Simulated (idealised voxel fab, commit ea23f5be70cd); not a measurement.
The process module that follows is named voxel spacer lines.
Square cell edge 5 nm, section width 180 nm, ID cut.
Square cells in a grid make up a cross-section in this document, and the grid is given as bands, listed from the top down, each one or more rows of cells. Top, bottom (nm), then materials left to right with widths (nm); lone material tagged "full width" fills the whole band edge to edge; "empty" = empty space. Counting heights begins at 0, where everything beneath is, in the wafer as received, one material. The lowest band has no bottom; it goes on downwards, as "0 nm and below" shows. Think of "30->40" as a width that walks from the first number to the second as you go down the band, top row to bottom row, taking equal-sized steps from row to row. "identical to before" for a step: no cell of the cross-section changed in that step. Closed empty spaces (no open way to the top) of 8 cells or more are what "Enclosed cavities" lists, each as width x height at distance from the left edge, nm for all three. What comes after the settings on a step's line is commentary from the simulator itself on that step. You can add "overlay nm" to a step's line. For a step with a mask, it describes how far the mask lay to the right of its planned position, and a negative number describes a lay to the left.

-- The steps planned for the process are as follows
1,RECEIVE with material Si
2,CONFORMAL_DEP with material Al2O3, thk nm 5
3,DIRECTIONAL_DEP with material polySi, thk nm 15
4,DIRECTIONAL_DEP with material aC, thk nm 20
5,PATTERN with tone cover, mask id MANDREL, material resist, width nm 20, pitch nm 60, thk nm 25, overlay nm 0
6,DIRECTIONAL_ETCH with etch materials aC, depth nm 20
7,STRIP with etch materials resist
8,CONFORMAL_DEP with material SiO2, thk nm 10
9,DIRECTIONAL_ETCH with etch materials SiO2, depth nm 10
10,STRIP with etch materials aC
11,DIRECTIONAL_ETCH with etch materials polySi, depth nm 15
12,STRIP with etch materials SiO2

-- First of two wafers - as planned

-- Delivered wafer in cross-section: state after step 1
> 0 nm and below  Si full width
> Enclosed cavities: none

-- The wafer, seen in cross-section, after step 2
> 5 nm to 0 nm  Al2O3 full width
> Whatever lies below 0 is exactly as it was before.

-- The wafer, seen in cross-section, after step 3
> 20 nm to 5 nm  polySi full width
> Whatever lies below 5 is exactly as it was before.

-- The wafer, seen in cross-section, after step 4
> 40 nm to 20 nm  aC full width
> Whatever lies below 20 is exactly as it was before.

-- The wafer, seen in cross-section, after step 5
> 65 nm to 40 nm  empty: 50 / resist: 20 / empty: 40 / resist: 20 / empty: 50
> Whatever lies below 40 is exactly as it was before.

-- The wafer, seen in cross-section, after step 6
> 45 nm to 40 nm  empty: 50 / resist: 20 / empty: 40 / resist: 20 / empty: 50
> 40 nm to 20 nm  empty: 50 / aC: 20 / empty: 40 / aC: 20 / empty: 50
> Whatever lies below 20 is exactly as it was before.

-- The wafer, seen in cross-section, after step 7
> 40 nm to 20 nm  empty: 50 / aC: 20 / empty: 40 / aC: 20 / empty: 50
> Whatever lies below 20 is exactly as it was before.

-- The wafer, seen in cross-section, after step 8
> 50 nm to 40 nm  empty: 40 / SiO2: 40 / empty: 20 / SiO2: 40 / empty: 40
> 40 nm to 30 nm  empty: 40 / SiO2: 10 / aC: 20 / SiO2: 10 / empty: 20 / SiO2: 10 / aC: 20 / SiO2: 10 / empty: 40
> 30 nm to 20 nm  SiO2: 50 / aC: 20 / SiO2: 40 / aC: 20 / SiO2: 50
> Whatever lies below 20 is exactly as it was before.

-- The wafer, seen in cross-section, after step 9
> 40 nm to 20 nm  empty: 40 / SiO2: 10 / aC: 20 / SiO2: 10 / empty: 20 / SiO2: 10 / aC: 20 / SiO2: 10 / empty: 40
> Whatever lies below 20 is exactly as it was before.

-- The wafer, seen in cross-section, after step 10
> 40 nm to 20 nm  empty: 40 / SiO2: 10 / empty: 20 / SiO2: 10 / empty: 20 / SiO2: 10 / empty: 20 / SiO2: 10 / empty: 40
> Whatever lies below 20 is exactly as it was before.

-- The wafer, seen in cross-section, after step 11
> 40 nm to 20 nm  empty: 40 / SiO2: 10 / empty: 20 / SiO2: 10 / empty: 20 / SiO2: 10 / empty: 20 / SiO2: 10 / empty: 40
> 20 nm to 5 nm  empty: 40 / polySi: 10 / empty: 20 / polySi: 10 / empty: 20 / polySi: 10 / empty: 20 / polySi: 10 / empty: 40
> Whatever lies below 5 is exactly as it was before.

-- The wafer, seen in cross-section, after step 12
> 20 nm to 5 nm  empty: 40 / polySi: 10 / empty: 20 / polySi: 10 / empty: 20 / polySi: 10 / empty: 20 / polySi: 10 / empty: 40
> Whatever lies below 5 is exactly as it was before.

-- Wafer two of the pair: same origin, same plan, one error during the run; identical to wafer one up to and including step 1

The second wafer cut through, at the time step 2 was supposed to be finished: identical to before

-- The second wafer cut through, at the time step 3 was supposed to be finished
> 15 nm to 0 nm  polySi full width
> Whatever lies below 0 is exactly as it was before.

-- The second wafer cut through, at the time step 4 was supposed to be finished
> 35 nm to 15 nm  aC full width
> Whatever lies below 15 is exactly as it was before.

-- The second wafer cut through, at the time step 5 was supposed to be finished
> 60 nm to 35 nm  empty: 50 / resist: 20 / empty: 40 / resist: 20 / empty: 50
> Whatever lies below 35 is exactly as it was before.

-- The second wafer cut through, at the time step 6 was supposed to be finished
> 40 nm to 35 nm  empty: 50 / resist: 20 / empty: 40 / resist: 20 / empty: 50
> 35 nm to 15 nm  empty: 50 / aC: 20 / empty: 40 / aC: 20 / empty: 50
> Whatever lies below 15 is exactly as it was before.

-- The second wafer cut through, at the time step 7 was supposed to be finished
> 35 nm to 15 nm  empty: 50 / aC: 20 / empty: 40 / aC: 20 / empty: 50
> Whatever lies below 15 is exactly as it was before.

-- The second wafer cut through, at the time step 8 was supposed to be finished
> 45 nm to 35 nm  empty: 40 / SiO2: 40 / empty: 20 / SiO2: 40 / empty: 40
> 35 nm to 25 nm  empty: 40 / SiO2: 10 / aC: 20 / SiO2: 10 / empty: 20 / SiO2: 10 / aC: 20 / SiO2: 10 / empty: 40
> 25 nm to 15 nm  SiO2: 50 / aC: 20 / SiO2: 40 / aC: 20 / SiO2: 50
> Whatever lies below 15 is exactly as it was before.

-- The second wafer cut through, at the time step 9 was supposed to be finished
> 35 nm to 15 nm  empty: 40 / SiO2: 10 / aC: 20 / SiO2: 10 / empty: 20 / SiO2: 10 / aC: 20 / SiO2: 10 / empty: 40
> Whatever lies below 15 is exactly as it was before.

-- The second wafer cut through, at the time step 10 was supposed to be finished
> 35 nm to 15 nm  empty: 40 / SiO2: 10 / empty: 20 / SiO2: 10 / empty: 20 / SiO2: 10 / empty: 20 / SiO2: 10 / empty: 40
> Whatever lies below 15 is exactly as it was before.

-- The second wafer cut through, at the time step 11 was supposed to be finished
> 35 nm to 15 nm  empty: 40 / SiO2: 10 / empty: 20 / SiO2: 10 / empty: 20 / SiO2: 10 / empty: 20 / SiO2: 10 / empty: 40
> 15 nm to 0 nm  empty: 40 / polySi: 10 / empty: 20 / polySi: 10 / empty: 20 / polySi: 10 / empty: 20 / polySi: 10 / empty: 40
> Whatever lies below 0 is exactly as it was before.

-- The second wafer cut through, at the time step 12 was supposed to be finished
> 15 nm to 0 nm  empty: 40 / polySi: 10 / empty: 20 / polySi: 10 / empty: 20 / polySi: 10 / empty: 20 / polySi: 10 / empty: 40
> Whatever lies below 0 is exactly as it was before.
Short version of what went wrong: plan step 2: skipped, not run
Once processing is complete, comparing cell counts shows that the second wafer has more or fewer of certain materials than the first: 36 fewer of Al2O3
